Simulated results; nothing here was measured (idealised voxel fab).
voxel capacitor over wiring: a process module
Square cells of 5 nm make up the cross-section cut, whose width is 150 nm.
Bands, listed from the top down, are how a cross-section gets written in this document; the cross-section itself is a grid of square cells, and a band is one or more rows of them.
The band entry comprises the height of the band's top followed by the height of its bottom, expressed in nm, and subsequently the band's materials from left to right, each stated together with its width in nm. Where a single material is marked with the word "everywhere", that material fills the band from edge to edge. The word "air" represents empty space.
Note: height 0 marks the level under which the wafer is uniformly one material as received. Lowest band unbounded below, written "0..down".
A two-number width, for instance "30 to 40", indicates that the width is equal to the first number in the top row of the band and to the second number in the bottom row, and that it changes by a constant amount per row of cells.
Any step labelled "no change" changed none of the cells in the cross-section.
Closed empty spaces (no open way to the top) of 8 cells or more are what "Closed void roster" lists, each as width x height at distance from the left edge, nm for all three.
Text after the settings on a step's line: the simulator's own remark on that step.
When a step includes a mask, the "overlay nm" setting on its line states how far to the right of its planned place that mask lay, and negative values state how far to the left.
Below you will find pairs of cross-sections. In each, one shows the wafer before one process step and the other after it, with the after view ending at the lowest band that changed. Under each pair is the step separating them, along with its settings. Do not assume the pairs form a chain: they can come from different runs of this module on the same starting wafer, and a pair continues from the pair above it only when its "Status before step" entry says so.

[Status before step]
  100..85 = 25 of aC / 15 of air / 110 of aC
  85..65 = 25 of lowk / 15 of air / 110 of lowk
  65..45 = lowk everywhere
  45..40 = SiCN everywhere
  40..20 = 15 of lowk / 5 of TiN / 15 of W / 5 of TiN / 65 of lowk / 5 of TiN / 15 of W / 5 of TiN / 20 of lowk
  20..15 = 15 of SiN / 25 of TiN / 65 of SiN / 25 of TiN / 20 of SiN
  15..0 = SiO2 everywhere
  0..down = Si everywhere
  Closed void roster: none

[Resultant Cross-Section]
  85..65 = 25 of lowk / 15 of air / 110 of lowk
  Beneath the level 65, the cross-section is identical to its previous state.
  Closed void roster: none
Going from the before section above to the after section, the step was op STRIP | etch materials aC

Status before step: The prior state of this step coincides with the post-step cross-section of the pair just above.

[Resultant Cross-Section]
  95..85 = 25 of TiN / 15 of air / 110 of TiN
  85..75 = 25 of lowk / 15 of air / 110 of lowk
  75..65 = 25 of lowk / 15 of TiN / 110 of lowk
  Beneath the level 65, the cross-section is identical to its previous state.
  Closed void roster: none
Going from the before section above to the after section, the step was op DIRECTIONAL_DEP | material TiN | thk nm 10

Status before step: The prior state of this step coincides with the post-step cross-section of the pair just above.

[Resultant Cross-Section]
  100..95 = 25 of Al2O3 / 15 of air / 110 of Al2O3
  95..85 = 25 of TiN / 15 of air / 110 of TiN
  85..80 = 25 of lowk / 15 of air / 110 of lowk
  80..75 = 25 of lowk / 15 of Al2O3 / 110 of lowk
  Beneath the level 75, the cross-section is identical to its previous state.
  Closed void roster: none
Going from the before section above to the after section, the step was op DIRECTIONAL_DEP | material Al2O3 | thk nm 5

Status before step: The prior state of this step coincides with the post-step cross-section of the pair just above.

[Resultant Cross-Section]
  105..100 = 25 of TiN / 15 of air / 110 of TiN
  100..95 = 25 of Al2O3 / 15 of air / 110 of Al2O3
  95..85 = 25 of TiN / 15 of air / 110 of TiN
  85..80 = 25 of lowk / 15 of TiN / 110 of lowk
  Beneath the level 80, the cross-section is identical to its previous state.
  Closed void roster: none
Going from the before section above to the after section, the step was op DIRECTIONAL_DEP | material TiN | thk nm 5

Status before step: The prior state of this step coincides with the post-step cross-section of the pair just above.

[Resultant Cross-Section]
  125..105 = 25 of air / 70 of resist / 55 of air
  105..100 = 25 of TiN / 15 of resist / 110 of TiN
  100..95 = 25 of Al2O3 / 15 of resist / 110 of Al2O3
  95..85 = 25 of TiN / 15 of resist / 110 of TiN
  Beneath the level 85, the cross-section is identical to its previous state.
  Closed void roster: none
Going from the before section above to the after section, the step was op PATTERN | tone cover | mask id UPPER_PLATE | material resist | width nm 70 | thk nm 20 | overlay nm 0

Status before step: The prior state of this step coincides with the post-step cross-section of the pair just above.

[Resultant Cross-Section]
  125..105 = 25 of air / 70 of resist / 55 of air
  105..100 = 25 of air / 15 of resist / 55 of TiN / 55 of air
  Beneath the level 100, the cross-section is identical to its previous state.
  Closed void roster: none
Going from the before section above to the after section, the step was op DIRECTIONAL_ETCH | etch materials TiN | depth nm 5

Status before step: The prior state of this step coincides with the post-step cross-section of the pair just above.

[Resultant Cross-Section]
  125..105 = 25 of air / 70 of resist / 55 of air
  105..100 = 25 of air / 15 of resist / 55 of TiN / 55 of air
  100..95 = 25 of air / 15 of resist / 55 of Al2O3 / 55 of air
  Beneath the level 95, the cross-section is identical to its previous state.
  Closed void roster: none
Going from the before section above to the after section, the step was op DIRECTIONAL_ETCH | etch materials Al2O3 | depth nm 5

Status before step: The prior state of this step coincides with the post-step cross-section of the pair just above.

[Resultant Cross-Section]
  105..100 = 40 of air / 55 of TiN / 55 of air
  100..95 = 40 of air / 55 of Al2O3 / 55 of air
  95..85 = 25 of TiN / 15 of air / 110 of TiN
  Beneath the level 85, the cross-section is identical to its previous state.
  Closed void roster: none
Going from the before section above to the after section, the step was op STRIP | etch materials resist

Status before step: The prior state of this step coincides with the post-step cross-section of the pair just above.

[Resultant Cross-Section]
  115..105 = 40 of air / 55 of aC / 55 of air
  105..100 = 25 of aC / 15 of air / 55 of TiN / 55 of aC
  100..95 = 25 of aC / 15 of air / 55 of Al2O3 / 55 of aC
  95..85 = 25 of TiN / 15 of aC / 110 of TiN
  Beneath the level 85, the cross-section is identical to its previous state.
  Closed void roster: none
Going from the before section above to the after section, the step was op DIRECTIONAL_DEP | material aC | thk nm 10

Status before step: The prior state of this step coincides with the post-step cross-section of the pair just above.

[Resultant Cross-Section]
  140..115 = 20 of air / 80 of resist / 50 of air
  115..105 = 20 of air / 20 of resist / 55 of aC / 5 of resist / 50 of air
  105..100 = 25 of aC / 15 of resist / 55 of TiN / 55 of aC
  100..95 = 25 of aC / 15 of resist / 55 of Al2O3 / 55 of aC
  Beneath the level 95, the cross-section is identical to its previous state.
  Closed void roster: none
Going from the before section above to the after section, the step was op PATTERN | tone cover | mask id LOWER_PLATE | material resist | width nm 80 | thk nm 25 | overlay nm 0

Status before step: The prior state of this step coincides with the post-step cross-section of the pair just above.

[Resultant Cross-Section]
  130..115 = 20 of air / 80 of resist / 50 of air
  115..105 = 20 of air / 20 of resist / 55 of aC / 5 of resist / 50 of air
  105..100 = 20 of air / 5 of aC / 15 of resist / 55 of TiN / 5 of aC / 50 of air
  100..95 = 20 of air / 5 of aC / 15 of resist / 55 of Al2O3 / 5 of aC / 50 of air
  Beneath the level 95, the cross-section is identical to its previous state.
  Closed void roster: none
Going from the before section above to the after section, the step was op DIRECTIONAL_ETCH | etch materials aC | depth nm 10

Status before step: The prior state of this step coincides with the post-step cross-section of the pair just above.

[Resultant Cross-Section]
  115..105 = 40 of air / 55 of aC / 55 of air
  105..100 = 20 of air / 5 of aC / 15 of air / 55 of TiN / 5 of aC / 50 of air
  100..95 = 20 of air / 5 of aC / 15 of air / 55 of Al2O3 / 5 of aC / 50 of air
  Beneath the level 95, the cross-section is identical to its previous state.
  Closed void roster: none
Going from the before section above to the after section, the step was op STRIP | etch materials resist

Status before step: The prior state of this step coincides with the post-step cross-section of the pair just above.

[Resultant Cross-Section]
  115..105 = 40 of air / 55 of aC / 55 of air
  105..100 = 20 of air / 5 of aC / 15 of air / 55 of TiN / 5 of aC / 50 of air
  100..95 = 20 of air / 5 of aC / 15 of air / 55 of Al2O3 / 5 of aC / 50 of air
  95..85 = 20 of air / 5 of TiN / 15 of aC / 60 of TiN / 50 of air
  Beneath the level 85, the cross-section is identical to its previous state.
  Closed void roster: none
Going from the before section above to the after section, the step was op DIRECTIONAL_ETCH | etch materials TiN | depth nm 10

Status before step: The prior state of this step coincides with the post-step cross-section of the pair just above.

[Resultant Cross-Section]
  105..100 = 40 of air / 55 of TiN / 55 of air
  100..95 = 40 of air / 55 of Al2O3 / 55 of air
  95..85 = 20 of air / 5 of TiN / 15 of air / 60 of TiN / 50 of air
  Beneath the level 85, the cross-section is identical to its previous state.
  Closed void roster: none
Going from the before section above to the after section, the step was op STRIP | etch materials aC

Status before step: The prior state of this step coincides with the post-step cross-section of the pair just above.

[Resultant Cross-Section]
  125..105 = SiO2 everywhere
  105..100 = 40 of SiO2 / 55 of TiN / 55 of SiO2
  100..95 = 40 of SiO2 / 55 of Al2O3 / 55 of SiO2
  95..85 = 20 of SiO2 / 5 of TiN / 15 of SiO2 / 60 of TiN / 50 of SiO2
  Beneath the level 85, the cross-section is identical to its previous state.
  Closed void roster: none
Going from the before section above to the after section, the step was op FILL_DEP | material SiO2 | thk nm 20

Status before step: The prior state of this step coincides with the post-step cross-section of the pair just above.

[Resultant Cross-Section]
  100..95 = 40 of SiO2 / 55 of Al2O3 / 55 of SiO2
  Beneath the level 95, the cross-section is identical to its previous state.
  Closed void roster: none
Going from the before section above to the after section, the step was op CMP | height nm 100

Status before step: The prior state of this step coincides with the post-step cross-section of the pair just above.

[Resultant Cross-Section]
  115..100 = aC everywhere
  Beneath the level 100, the cross-section is identical to its previous state.
  Closed void roster: none
Going from the before section above to the after section, the step was op DIRECTIONAL_DEP | material aC | thk nm 15

Status before step: The prior state of this step coincides with the post-step cross-section of the pair just above.

[Resultant Cross-Section]
  145..115 = 35 of resist / 15 of air / 100 of resist
  Beneath the level 115, the cross-section is identical to its previous state.
  Closed void roster: none
Going from the before section above to the after section, the step was op PATTERN | tone open | mask id PLUG_2 | material resist | width nm 15 | thk nm 30 | overlay nm 0

Status before step: The prior state of this step coincides with the post-step cross-section of the pair just above.

[Resultant Cross-Section]
  130..115 = 35 of resist / 15 of air / 100 of resist
  115..100 = 35 of aC / 15 of air / 100 of aC
  Beneath the level 100, the cross-section is identical to its previous state.
  Closed void roster: none
Going from the before section above to the after section, the step was op DIRECTIONAL_ETCH | etch materials aC | depth nm 15

Status before step: The prior state of this step coincides with the post-step cross-section of the pair just above.

[Resultant Cross-Section]
  115..100 = 35 of aC / 15 of air / 100 of aC
  Beneath the level 100, the cross-section is identical to its previous state.
  Closed void roster: none
Going from the before section above to the after section, the step was op STRIP | etch materials resist

Status before step: The prior state of this step coincides with the post-step cross-section of the pair just above.

[Resultant Cross-Section]
  115..100 = 35 of aC / 15 of air / 100 of aC
  100..95 = 35 of SiO2 / 5 of air / 55 of Al2O3 / 55 of SiO2
  95..85 = 20 of SiO2 / 5 of TiN / 10 of SiO2 / 5 of air / 60 of TiN / 50 of SiO2
  Beneath the level 85, the cross-section is identical to its previous state.
  Closed void roster: none
Going from the before section above to the after section, the step was op DIRECTIONAL_ETCH | etch materials SiO2 | depth nm 15

Status before step: The prior state of this step coincides with the post-step cross-section of the pair just above.

[Resultant Cross-Section]
  100..95 = 35 of SiO2 / 5 of air / 55 of Al2O3 / 55 of SiO2
  Beneath the level 95, the cross-section is identical to its previous state.
  Closed void roster: none
Going from the before section above to the after section, the step was op STRIP | etch materials aC

Status before step: The prior state of this step coincides with the post-step cross-section of the pair just above.

[Resultant Cross-Section]
  105..100 = TiN everywhere
  100..95 = 35 of SiO2 / 5 of TiN / 55 of Al2O3 / 55 of SiO2
  95..85 = 20 of SiO2 / 5 of TiN / 10 of SiO2 / 65 of TiN / 50 of SiO2
  Beneath the level 85, the cross-section is identical to its previous state.
  Closed void roster: none
Going from the before section above to the after section, the step was op CONFORMAL_DEP | material TiN | thk nm 5

Status before step: The prior state of this step coincides with the post-step cross-section of the pair just above.

[Resultant Cross-Section]
  115..105 = Cu everywhere
  Beneath the level 105, the cross-section is identical to its previous state.
  Closed void roster: none
Going from the before section above to the after section, the step was op FILL_DEP | material Cu | thk nm 10

Status before step: The prior state of this step coincides with the post-step cross-section of the pair just above.

[Resultant Cross-Section]
  100..95 = 35 of SiO2 / 5 of TiN / 55 of Al2O3 / 55 of SiO2
  Beneath the level 95, the cross-section is identical to its previous state.
  Closed void roster: none
Going from the before section above to the after section, the step was op CMP | height nm 100

Status before step: The prior state of this step coincides with the post-step cross-section of the pair just above.

[Resultant Cross-Section]
  105..100 = SiCN everywhere
  Beneath the level 100, the cross-section is identical to its previous state.
  Closed void roster: none
Going from the before section above to the after section, the step was op CONFORMAL_DEP | material SiCN | thk nm 5

[Status before step]
  15..0 = SiO2 everywhere
  0..down = Si everywhere
  Closed void roster: none

[Resultant Cross-Section]
  35..15 = lowk everywhere
  Beneath the level 15, the cross-section is identical to its previous state.
  Closed void roster: none
Going from the before section above to the after section, the step was op DIRECTIONAL_DEP | material lowk | thk nm 20

Status before step: The prior state of this step coincides with the post-step cross-section of the pair just above.

[Resultant Cross-Section]
  40..35 = SiN everywhere
  Beneath the level 35, the cross-section is identical to its previous state.
  Closed void roster: none
Going from the before section above to the after section, the step was op CONFORMAL_DEP | material SiN | thk nm 5

Status before step: The prior state of this step coincides with the post-step cross-section of the pair just above.

[Resultant Cross-Section]
  60..40 = 15 of resist / 25 of air / 65 of resist / 25 of air / 20 of resist
  Beneath the level 40, the cross-section is identical to its previous state.
  Closed void roster: none
Going from the before section above to the after section, the step was op PATTERN | tone open | mask id METAL_1 | material resist | width nm 25 | pitch nm 90 | thk nm 20 | overlay nm 0

Status before step: The prior state of this step coincides with the post-step cross-section of the pair just above.

[Resultant Cross-Section]
  60..40 = 15 of resist / 25 of air / 65 of resist / 25 of air / 20 of resist
  40..35 = 15 of SiN / 25 of air / 65 of SiN / 25 of air / 20 of SiN
  Beneath the level 35, the cross-section is identical to its previous state.
  Closed void roster: none
Going from the before section above to the after section, the step was op DIRECTIONAL_ETCH | etch materials SiN | depth nm 5

Status before step: The prior state of this step coincides with the post-step cross-section of the pair just above.

[Resultant Cross-Section]
  40..35 = 15 of SiN / 25 of air / 65 of SiN / 25 of air / 20 of SiN
  Beneath the level 35, the cross-section is identical to its previous state.
  Closed void roster: none
Going from the before section above to the after section, the step was op STRIP | etch materials resist

Status before step: The prior state of this step coincides with the post-step cross-section of the pair just above.

[Resultant Cross-Section]
  45..40 = 20 of TiN / 15 of air / 75 of TiN / 15 of air / 25 of TiN
  40..35 = 15 of SiN / 25 of TiN / 65 of SiN / 25 of TiN / 20 of SiN
  Beneath the level 35, the cross-section is identical to its previous state.
  Closed void roster: none
Going from the before section above to the after section, the step was op CONFORMAL_DEP | material TiN | thk nm 5

Status before step: The prior state of this step coincides with the post-step cross-section of the pair just above.

[Resultant Cross-Section]
  50..45 = W everywhere
  45..40 = 20 of TiN / 15 of W / 75 of TiN / 15 of W / 25 of TiN
  Beneath the level 40, the cross-section is identical to its previous state.
  Closed void roster: none
Going from the before section above to the after section, the step was op FILL_DEP | material W | thk nm 5

Status before step: The prior state of this step coincides with the post-step cross-section of the pair just above.

[Resultant Cross-Section]
  40..35 = 15 of SiN / 25 of TiN / 65 of SiN / 25 of TiN / 20 of SiN
  Beneath the level 35, the cross-section is identical to its previous state.
  Closed void roster: none
Going from the before section above to the after section, the step was op CMP | height nm 40

Status before step: The prior state of this step coincides with the post-step cross-section of the pair just above.

[Resultant Cross-Section]
  45..40 = SiCN everywhere
  Beneath the level 40, the cross-section is identical to its previous state.
  Closed void roster: none
Going from the before section above to the after section, the step was op CONFORMAL_DEP | material SiCN | thk nm 5

Status before step: The prior state of this step coincides with the post-step cross-section of the pair just above.

[Resultant Cross-Section]
  65..45 = lowk everywhere
  Beneath the level 45, the cross-section is identical to its previous state.
  Closed void roster: none
Going from the before section above to the after section, the step was op DIRECTIONAL_DEP | material lowk | thk nm 20

Status before step: The prior state of this step coincides with the post-step cross-section of the pair just above.

[Resultant Cross-Section]
  80..65 = aC everywhere
  Beneath the level 65, the cross-section is identical to its previous state.
  Closed void roster: none
Going from the before section above to the after section, the step was op DIRECTIONAL_DEP | material aC | thk nm 15

Status before step: The prior state of this step coincides with the post-step cross-section of the pair just above.

[Resultant Cross-Section]
  115..80 = 25 of resist / 15 of air / 110 of resist
  Beneath the level 80, the cross-section is identical to its previous state.
  Closed void roster: none
Going from the before section above to the after section, the step was op PATTERN | tone open | mask id PLUG_1 | material resist | width nm 15 | thk nm 35 | overlay nm 0

Status before step: The prior state of this step coincides with the post-step cross-section of the pair just above.

[Resultant Cross-Section]
  100..80 = 25 of resist / 15 of air / 110 of resist
  80..65 = 25 of aC / 15 of air / 110 of aC
  Beneath the level 65, the cross-section is identical to its previous state.
  Closed void roster: none
Going from the before section above to the after section, the step was op DIRECTIONAL_ETCH | etch materials aC | depth nm 15

Status before step: The prior state of this step coincides with the post-step cross-section of the pair just above.

[Resultant Cross-Section]
  80..65 = 25 of aC / 15 of air / 110 of aC
  Beneath the level 65, the cross-section is identical to its previous state.
  Closed void roster: none
Going from the before section above to the after section, the step was op STRIP | etch materials resist

Status before step: The prior state of this step coincides with the post-step cross-section of the pair just above.

[Resultant Cross-Section]
  80..65 = 25 of aC / 15 of air / 110 of aC
  65..45 = 25 of lowk / 15 of air / 110 of lowk
  Beneath the level 45, the cross-section is identical to its previous state.
  Closed void roster: none
Going from the before section above to the after section, the step was op DIRECTIONAL_ETCH | etch materials lowk | depth nm 20

Status before step: The prior state of this step coincides with the post-step cross-section of the pair just above.

[Resultant Cross-Section]
  80..65 = 25 of aC / 15 of air / 110 of aC
  65..45 = 25 of lowk / 15 of air / 110 of lowk
  45..40 = 25 of SiCN / 15 of air / 110 of SiCN
  Beneath the level 40, the cross-section is identical to its previous state.
  Closed void roster: none
Going from the before section above to the after section, the step was op DIRECTIONAL_ETCH | etch materials SiCN | depth nm 5

Status before step: The prior state of this step coincides with the post-step cross-section of the pair just above.

[Resultant Cross-Section]
  65..45 = 25 of lowk / 15 of air / 110 of lowk
  Beneath the level 45, the cross-section is identical to its previous state.
  Closed void roster: none
Going from the before section above to the after section, the step was op STRIP | etch materials aC

Status before step: The prior state of this step coincides with the post-step cross-section of the pair just above.

[Resultant Cross-Section]
  65..50 = 25 of lowk / 15 of air / 110 of lowk
  50..45 = 25 of lowk / 15 of Ru / 110 of lowk
  45..40 = 25 of SiCN / 15 of Ru / 110 of SiCN
  Beneath the level 40, the cross-section is identical to its previous state.
  Closed void roster: none
Going from the before section above to the after section, the step was op EPI | material Ru | thk nm 10

Status before step: The prior state of this step coincides with the post-step cross-section of the pair just above.

[Resultant Cross-Section]
  65..60 = 25 of lowk / 15 of air / 110 of lowk
  60..45 = 25 of lowk / 15 of Ru / 110 of lowk
  Beneath the level 45, the cross-section is identical to its previous state.
  Closed void roster: none
Going from the before section above to the after section, the step was op EPI | material Ru | thk nm 10

Status before step: The prior state of this step coincides with the post-step cross-section of the pair just above.

[Resultant Cross-Section]
  65..45 = 25 of lowk / 15 of Ru / 110 of lowk
  Beneath the level 45, the cross-section is identical to its previous state.
  Closed void roster: none
Going from the before section above to the after section, the step was op EPI | material Ru | thk nm 5

Status before step: The prior state of this step coincides with the post-step cross-section of the pair just above.

[Resultant Cross-Section]
  75..65 = TiN everywhere
  Beneath the level 65, the cross-section is identical to its previous state.
  Closed void roster: none
Going from the before section above to the after section, the step was op DIRECTIONAL_DEP | material TiN | thk nm 10

Status before step: The prior state of this step coincides with the post-step cross-section of the pair just above.

[Resultant Cross-Section]
  80..75 = Al2O3 everywhere
  Beneath the level 75, the cross-section is identical to its previous state.
  Closed void roster: none
Going from the before section above to the after section, the step was op DIRECTIONAL_DEP | material Al2O3 | thk nm 5

Status before step: The prior state of this step coincides with the post-step cross-section of the pair just above.

[Resultant Cross-Section]
  85..80 = TiN everywhere
  Beneath the level 80, the cross-section is identical to its previous state.
  Closed void roster: none
Going from the before section above to the after section, the step was op DIRECTIONAL_DEP | material TiN | thk nm 5

Status before step: The prior state of this step coincides with the post-step cross-section of the pair just above.

[Resultant Cross-Section]
  105..85 = 25 of air / 70 of resist / 55 of air
  Beneath the level 85, the cross-section is identical to its previous state.
  Closed void roster: none
Going from the before section above to the after section, the step was op PATTERN | tone cover | mask id UPPER_PLATE | material resist | width nm 70 | thk nm 20 | overlay nm 0

Status before step: The prior state of this step coincides with the post-step cross-section of the pair just above.

[Resultant Cross-Section]
  105..85 = 25 of air / 70 of resist / 55 of air
  85..80 = 25 of air / 70 of TiN / 55 of air
  Beneath the level 80, the cross-section is identical to its previous state.
  Closed void roster: none
Going from the before section above to the after section, the step was op DIRECTIONAL_ETCH | etch materials TiN | depth nm 5

Status before step: The prior state of this step coincides with the post-step cross-section of the pair just above.

[Resultant Cross-Section]
  105..85 = 25 of air / 70 of resist / 55 of air
  85..80 = 25 of air / 70 of TiN / 55 of air
  80..75 = 25 of air / 70 of Al2O3 / 55 of air
  Beneath the level 75, the cross-section is identical to its previous state.
  Closed void roster: none
Going from the before section above to the after section, the step was op DIRECTIONAL_ETCH | etch materials Al2O3 | depth nm 5

Status before step: The prior state of this step coincides with the post-step cross-section of the pair just above.

[Resultant Cross-Section]
  85..80 = 25 of air / 70 of TiN / 55 of air
  Beneath the level 80, the cross-section is identical to its previous state.
  Closed void roster: none
Going from the before section above to the after section, the step was op STRIP | etch materials resist

Status before step: The prior state of this step coincides with the post-step cross-section of the pair just above.

[Resultant Cross-Section]
  95..85 = 25 of air / 70 of aC / 55 of air
  85..80 = 25 of aC / 70 of TiN / 55 of aC
  80..75 = 25 of aC / 70 of Al2O3 / 55 of aC
  Beneath the level 75, the cross-section is identical to its previous state.
  Closed void roster: none
Going from the before section above to the after section, the step was op DIRECTIONAL_DEP | material aC | thk nm 10

Status before step: The prior state of this step coincides with the post-step cross-section of the pair just above.

[Resultant Cross-Section]
  120..95 = 20 of air / 80 of resist / 50 of air
  95..85 = 20 of air / 5 of resist / 70 of aC / 5 of resist / 50 of air
  Beneath the level 85, the cross-section is identical to its previous state.
  Closed void roster: none
Going from the before section above to the after section, the step was op PATTERN | tone cover | mask id LOWER_PLATE | material resist | width nm 80 | thk nm 25 | overlay nm 0

Status before step: The prior state of this step coincides with the post-step cross-section of the pair just above.

[Resultant Cross-Section]
  110..95 = 20 of air / 80 of resist / 50 of air
  95..85 = 20 of air / 5 of resist / 70 of aC / 5 of resist / 50 of air
  85..80 = 20 of air / 5 of aC / 70 of TiN / 5 of aC / 50 of air
  80..75 = 20 of air / 5 of aC / 70 of Al2O3 / 5 of aC / 50 of air
  Beneath the level 75, the cross-section is identical to its previous state.
  Closed void roster: none
Going from the before section above to the after section, the step was op DIRECTIONAL_ETCH | etch materials aC | depth nm 10

Status before step: The prior state of this step coincides with the post-step cross-section of the pair just above.

[Resultant Cross-Section]
  95..85 = 25 of air / 70 of aC / 55 of air
  Beneath the level 85, the cross-section is identical to its previous state.
  Closed void roster: none
Going from the before section above to the after section, the step was op STRIP | etch materials resist

Status before step: The prior state of this step coincides with the post-step cross-section of the pair just above.

[Resultant Cross-Section]
  95..85 = 25 of air / 70 of aC / 55 of air
  85..80 = 20 of air / 5 of aC / 70 of TiN / 5 of aC / 50 of air
  80..75 = 20 of air / 5 of aC / 70 of Al2O3 / 5 of aC / 50 of air
  75..65 = 20 of air / 80 of TiN / 50 of air
  Beneath the level 65, the cross-section is identical to its previous state.
  Closed void roster: none
Going from the before section above to the after section, the step was op DIRECTIONAL_ETCH | etch materials TiN | depth nm 10

Status before step: The prior state of this step coincides with the post-step cross-section of the pair just above.

[Resultant Cross-Section]
  85..80 = 25 of air / 70 of TiN / 55 of air
  80..75 = 25 of air / 70 of Al2O3 / 55 of air
  Beneath the level 75, the cross-section is identical to its previous state.
  Closed void roster: none
Going from the before section above to the after section, the step was op STRIP | etch materials aC

Status before step: The prior state of this step coincides with the post-step cross-section of the pair just above.

[Resultant Cross-Section]
  105..85 = SiO2 everywhere
  85..80 = 25 of SiO2 / 70 of TiN / 55 of SiO2
  80..75 = 25 of SiO2 / 70 of Al2O3 / 55 of SiO2
  75..65 = 20 of SiO2 / 80 of TiN / 50 of SiO2
  Beneath the level 65, the cross-section is identical to its previous state.
  Closed void roster: none
Going from the before section above to the after section, the step was op FILL_DEP | material SiO2 | thk nm 20

Status before step: The prior state of this step coincides with the post-step cross-section of the pair just above.

[Resultant Cross-Section]
  100..85 = SiO2 everywhere
  Beneath the level 85, the cross-section is identical to its previous state.
  Closed void roster: none
Going from the before section above to the after section, the step was op CMP | height nm 100

Status before step: The prior state of this step coincides with the post-step cross-section of the pair just above.

[Resultant Cross-Section]
  115..100 = aC everywhere
  Beneath the level 100, the cross-section is identical to its previous state.
  Closed void roster: none
Going from the before section above to the after section, the step was op DIRECTIONAL_DEP | material aC | thk nm 15

Status before step: The prior state of this step coincides with the post-step cross-section of the pair just above.

[Resultant Cross-Section]
  145..115 = 35 of resist / 15 of air / 100 of resist
  Beneath the level 115, the cross-section is identical to its previous state.
  Closed void roster: none
Going from the before section above to the after section, the step was op PATTERN | tone open | mask id PLUG_2 | material resist | width nm 15 | thk nm 30 | overlay nm 0

Status before step: The prior state of this step coincides with the post-step cross-section of the pair just above.

[Resultant Cross-Section]
  130..115 = 35 of resist / 15 of air / 100 of resist
  115..100 = 35 of aC / 15 of air / 100 of aC
  Beneath the level 100, the cross-section is identical to its previous state.
  Closed void roster: none
Going from the before section above to the after section, the step was op DIRECTIONAL_ETCH | etch materials aC | depth nm 15

Status before step: The prior state of this step coincides with the post-step cross-section of the pair just above.

[Resultant Cross-Section]
  115..100 = 35 of aC / 15 of air / 100 of aC
  Beneath the level 100, the cross-section is identical to its previous state.
  Closed void roster: none
Going from the before section above to the after section, the step was op STRIP | etch materials resist

Status before step: The prior state of this step coincides with the post-step cross-section of the pair just above.

[Resultant Cross-Section]
  115..100 = 35 of aC / 15 of air / 100 of aC
  100..85 = 35 of SiO2 / 15 of air / 100 of SiO2
  Beneath the level 85, the cross-section is identical to its previous state.
  Closed void roster: none
Going from the before section above to the after section, the step was op DIRECTIONAL_ETCH | etch materials SiO2 | depth nm 15

Status before step: The prior state of this step coincides with the post-step cross-section of the pair just above.

[Resultant Cross-Section]
  100..85 = 35 of SiO2 / 15 of air / 100 of SiO2
  Beneath the level 85, the cross-section is identical to its previous state.
  Closed void roster: none
Going from the before section above to the after section, the step was op STRIP | etch materials aC

Status before step: The prior state of this step coincides with the post-step cross-section of the pair just above.

[Resultant Cross-Section]
  105..100 = 40 of TiN / 5 of air / 105 of TiN
  100..90 = 35 of SiO2 / 5 of TiN / 5 of air / 5 of TiN / 100 of SiO2
  90..80 = 35 to 25 of SiO2 / 15 to 70 of TiN / 100 to 55 of SiO2
  Beneath the level 80, the cross-section is identical to its previous state.
  Closed void roster: none
Going from the before section above to the after section, the step was op CONFORMAL_DEP | material TiN | thk nm 5

Status before step: The prior state of this step coincides with the post-step cross-section of the pair just above.

[Resultant Cross-Section]
  115..105 = Cu everywhere
  105..100 = 40 of TiN / 5 of Cu / 105 of TiN
  100..90 = 35 of SiO2 / 5 of TiN / 5 of Cu / 5 of TiN / 100 of SiO2
  Beneath the level 90, the cross-section is identical to its previous state.
  Closed void roster: none
Going from the before section above to the after section, the step was op FILL_DEP | material Cu | thk nm 10

Status before step: The prior state of this step coincides with the post-step cross-section of the pair just above.

[Resultant Cross-Section]
  100..90 = 35 of SiO2 / 5 of TiN / 5 of Cu / 5 of TiN / 100 of SiO2
  Beneath the level 90, the cross-section is identical to its previous state.
  Closed void roster: none
Going from the before section above to the after section, the step was op CMP | height nm 100

Status before step: The prior state of this step coincides with the post-step cross-section of the pair just above.

[Resultant Cross-Section]
  105..100 = SiCN everywhere
  Beneath the level 100, the cross-section is identical to its previous state.
  Closed void roster: none
Going from the before section above to the after section, the step was op CONFORMAL_DEP | material SiCN | thk nm 5

[Status before step]
  0..down = Si everywhere
  Closed void roster: none

[Resultant Cross-Section]
  10..0 = SiO2 everywhere
  Beneath the level 0, the cross-section is identical to its previous state.
  Closed void roster: none
Going from the before section above to the after section, the step was op CONFORMAL_DEP | material SiO2 | thk nm 10

Status before step: The prior state of this step coincides with the post-step cross-section of the pair just above.

[Resultant Cross-Section]
  15..10 = SiN everywhere
  Beneath the level 10, the cross-section is identical to its previous state.
  Closed void roster: none
Going from the before section above to the after section, the step was op CONFORMAL_DEP | material SiN | thk nm 5

Status before step: The prior state of this step coincides with the post-step cross-section of the pair just above.

[Resultant Cross-Section]
  35..15 = lowk everywhere
  Beneath the level 15, the cross-section is identical to its previous state.
  Closed void roster: none
Going from the before section above to the after section, the step was op DIRECTIONAL_DEP | material lowk | thk nm 20

Status before step: The prior state of this step coincides with the post-step cross-section of the pair just above.

[Resultant Cross-Section]
  55..35 = 15 of resist / 25 of air / 65 of resist / 25 of air / 20 of resist
  Beneath the level 35, the cross-section is identical to its previous state.
  Closed void roster: none
Going from the before section above to the after section, the step was op PATTERN | tone open | mask id METAL_1 | material resist | width nm 25 | pitch nm 90 | thk nm 20 | overlay nm 0

Status before step: The prior state of this step coincides with the post-step cross-section of the pair just above.

[Resultant Cross-Section]
  55..35 = 15 of resist / 25 of air / 65 of resist / 25 of air / 20 of resist
  35..15 = 15 of lowk / 25 of air / 65 of lowk / 25 of air / 20 of lowk
  Beneath the level 15, the cross-section is identical to its previous state.
  Closed void roster: none
Going from the before section above to the after section, the step was op DIRECTIONAL_ETCH | etch materials lowk | depth nm 20

Status before step: The prior state of this step coincides with the post-step cross-section of the pair just above.

[Resultant Cross-Section]
  55..35 = 15 of resist / 25 of air / 65 of resist / 25 of air / 20 of resist
  35..15 = 15 of lowk / 25 of air / 65 of lowk / 25 of air / 20 of lowk
  15..10 = 15 of SiN / 25 of air / 65 of SiN / 25 of air / 20 of SiN
  Beneath the level 10, the cross-section is identical to its previous state.
  Closed void roster: none
Going from the before section above to the after section, the step was op DIRECTIONAL_ETCH | etch materials SiN | depth nm 5

Status before step: The prior state of this step coincides with the post-step cross-section of the pair just above.

[Resultant Cross-Section]
  35..15 = 15 of lowk / 25 of air / 65 of lowk / 25 of air / 20 of lowk
  Beneath the level 15, the cross-section is identical to its previous state.
  Closed void roster: none
Going from the before section above to the after section, the step was op STRIP | etch materials resist
